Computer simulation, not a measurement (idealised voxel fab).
Process module in this document: voxel transistor to metal
Square cells of 5 nm make up the cross-section cut, whose width is 265 nm.
This document writes a cross-section as a grid whose cells are square, and gives it as bands, listed from the top down; one or more rows of cells form a band.
A band entry consists of two parts. The first gives the height of the band's top and the height of its bottom, in nm. The rest lists the band's materials from left to right, each with its width in nm. A single material labelled with the word "edge to edge" fills the band from edge to edge, and the word "empty" marks empty space.
Note: height 0 marks the level under which the wafer is uniformly one material as received. Lowest band unbounded below, written "0 -> down".
The expression "30 to 40" gives the width at the extremes of the band, the first number at its top row of cells and the second at its bottom row, with the width changing by equal amounts from each row to the next in between.
The designation "no modifications", where it is given for a processing step, indicates that no cell of the cross-section was altered in the course of that step.
Under "Closed void roster" you'll find the enclosed gaps, the ones with no way out to the top, that are 8 cells or bigger; each reads width x height at distance, with distance counted from the left edge, everything in nm.
Note: text after step settings on the step line = simulator remark on that step.
A step line may carry the setting "overlay nm", which, for steps involving a mask, states the distance by which the mask lay to the right of its intended position; negative values denote displacement to the left.
**Planned process steps**
1: RECEIVE | material Si
2: OXIDIZE | depth nm 5
3: CONFORMAL_DEP | material SiN | thk nm 15
4: MASKED_ETCH | tone cover | mask id ACTIVE | width nm 105 | pitch nm 130 | etch materials SiN | depth nm 15 | overlay nm 0
5: MASKED_ETCH | tone cover | mask id ACTIVE | width nm 105 | pitch nm 130 | etch materials SiO2 | depth nm 5 | overlay nm 0
6: MASKED_ETCH | tone cover | mask id ACTIVE | width nm 105 | pitch nm 130 | etch materials Si | depth nm 30 | overlay nm 0
7: OXIDIZE | depth nm 5
8: FILL_DEP | material SiO2 | thk nm 5
9: CMP | height nm 15
10: SELECTIVE_ETCH | etch materials SiO2 | depth nm 10
11: STRIP | etch materials SiN
12: SELECTIVE_ETCH | etch materials SiO2 | depth nm 5
13: OXIDIZE | depth nm 5
14: DIRECTIONAL_DEP | material polySi | thk nm 20
15: DIRECTIONAL_DEP | material SiCN | thk nm 15
16: DIRECTIONAL_DEP | material aC | thk nm 15
17: PATTERN | tone cover | mask id GATE | material resist | width nm 15 | pitch nm 130 | thk nm 35 | overlay nm 0
18: DIRECTIONAL_ETCH | etch materials aC | depth nm 15
19: STRIP | etch materials resist
20: DIRECTIONAL_ETCH | etch materials SiCN | depth nm 25
21: DIRECTIONAL_ETCH | etch materials polySi | depth nm 30
22: STRIP | etch materials aC
23: CONFORMAL_DEP | material SiO2 | thk nm 5
24: DIRECTIONAL_ETCH | etch materials SiO2 | depth nm 5
25: CONFORMAL_DEP | material SiN | thk nm 10
26: DIRECTIONAL_ETCH | etch materials SiN | depth nm 10
27: DIRECTIONAL_ETCH | etch materials SiO2 | depth nm 5
28: DIRECTIONAL_ETCH | etch materials Si | depth nm 15
29: EPI | material SiGe | thk nm 15
30: FILL_DEP | material SiO2 | thk nm 10
31: CMP | height nm 30
32: DIRECTIONAL_DEP | material SiO2 | thk nm 10
33: DIRECTIONAL_DEP | material aC | thk nm 15
34: PATTERN | tone open | mask id CONTACT | material resist | width nm 35 | thk nm 35 | overlay nm 0
35: DIRECTIONAL_ETCH | etch materials aC | depth nm 15
36: STRIP | etch materials resist
37: DIRECTIONAL_ETCH | etch materials SiO2 | depth nm 35
38: STRIP | etch materials aC
39: CONFORMAL_DEP | material TiN | thk nm 5
40: FILL_DEP | material Ru | thk nm 10
41: CMP | height nm 40
42: CONFORMAL_DEP | material SiN | thk nm 5
43: DIRECTIONAL_DEP | material SiO2 | thk nm 20
44: MASKED_ETCH | tone open | mask id METAL_1 | width nm 20 | etch materials SiO2 | depth nm 20 | overlay nm 0
45: MASKED_ETCH | tone open | mask id METAL_1 | width nm 20 | etch materials SiN | depth nm 5 | overlay nm 0
46: CONFORMAL_DEP | material TiN | thk nm 5
47: FILL_DEP | material Cu | thk nm 10
48: CMP | height nm 65
49: CONFORMAL_DEP | material SiCN | thk nm 5
**Delivered wafer in cross-section: state after step 1**
> 0 -> down  Si edge to edge
> Closed void roster: none
**Cross-section, end of module. Start: as above. Plan: as above. Execution: one mistake**
> 70 -> 65  SiCN edge to edge
> 65 -> 60  SiO2 20 / TiN 5 / Cu 10 / TiN 5 / SiO2 55 / TiN 5 / Cu 10 / TiN 5 / SiO2 35 / TiN 5 / Cu 10 / TiN 5 / SiO2 55 / TiN 5 / Cu 10 / TiN 5 / SiO2 20
> 60 -> 55  SiN 20 / TiN 20 / SiN 55 / TiN 20 / SiN 35 / TiN 20 / SiN 55 / TiN 20 / SiN 20
> 55 -> 45  Ru edge to edge
> 45 -> 40  TiN 25 / Ru 25 / TiN 35 / Ru 25 / TiN 45 / Ru 25 / TiN 35 / Ru 25 / TiN 25
> 40 -> 30  SiO2 20 / TiN 5 / Ru 25 to 15 / TiN 5 to 15 / SiO2 25 / TiN 5 to 15 / Ru 25 to 15 / TiN 5 / SiO2 35 / TiN 5 / Ru 25 to 15 / TiN 5 to 15 / SiO2 25 / TiN 5 to 15 / Ru 25 to 15 / TiN 5 / SiO2 20
> 30 -> 15  SiO2 20 / TiN 5 / Ru 15 / TiN 5 / SiN 10 / SiO2 5 / SiCN 15 / SiO2 5 / SiN 10 / TiN 5 / Ru 15 / TiN 5 / SiO2 35 / TiN 5 / Ru 15 / TiN 5 / SiN 10 / SiO2 5 / SiCN 15 / SiO2 5 / SiN 10 / TiN 5 / Ru 15 / TiN 5 / SiO2 20
> 15 -> 10  SiO2 20 / TiN 5 / Ru 15 / TiN 5 / SiN 10 / SiO2 5 / polySi 15 / SiO2 5 / SiN 10 / TiN 5 / Ru 15 / TiN 5 / SiO2 35 / TiN 5 / Ru 15 / TiN 5 / SiN 10 / SiO2 5 / polySi 15 / SiO2 5 / SiN 10 / TiN 5 / Ru 15 / TiN 5 / SiO2 20
> 10 -> 5  SiO2 20 / TiN 25 / SiN 10 / SiO2 5 / polySi 15 / SiO2 5 / SiN 10 / TiN 25 / SiO2 35 / TiN 25 / SiN 10 / SiO2 5 / polySi 15 / SiO2 5 / SiN 10 / TiN 25 / SiO2 20
> 5 -> 0  SiO2 20 / SiGe 25 / SiN 10 / SiO2 5 / polySi 15 / SiO2 5 / SiN 10 / SiGe 25 / SiO2 35 / SiGe 25 / SiN 10 / SiO2 5 / polySi 15 / SiO2 5 / SiN 10 / SiGe 25 / SiO2 20
> 0 -> -5  SiO2 15 / SiN 10 / SiGe 20 / SiN 10 / SiO2 5 / polySi 15 / SiO2 5 / SiN 10 / SiGe 20 / SiN 10 / SiO2 25 / SiN 10 / SiGe 20 / SiN 10 / SiO2 5 / polySi 15 / SiO2 5 / SiN 10 / SiGe 20 / SiN 10 / SiO2 15
> -5 -> -10  SiO2 25 / SiGe 20 / SiO2 45 / SiGe 20 / SiO2 45 / SiGe 20 / SiO2 45 / SiGe 20 / SiO2 25
> -10 -> -25  SiO2 20 / Si 5 / SiGe 20 / Si 45 / SiGe 20 / Si 5 / SiO2 35 / Si 5 / SiGe 20 / Si 45 / SiGe 20 / Si 5 / SiO2 20
> -25 -> -40  SiO2 20 / Si 95 / SiO2 35 / Si 95 / SiO2 20
> -40 -> down  Si edge to edge
> Closed void roster: none
What was the processing mistake? step 41 of the plan never got run, it was skipped over
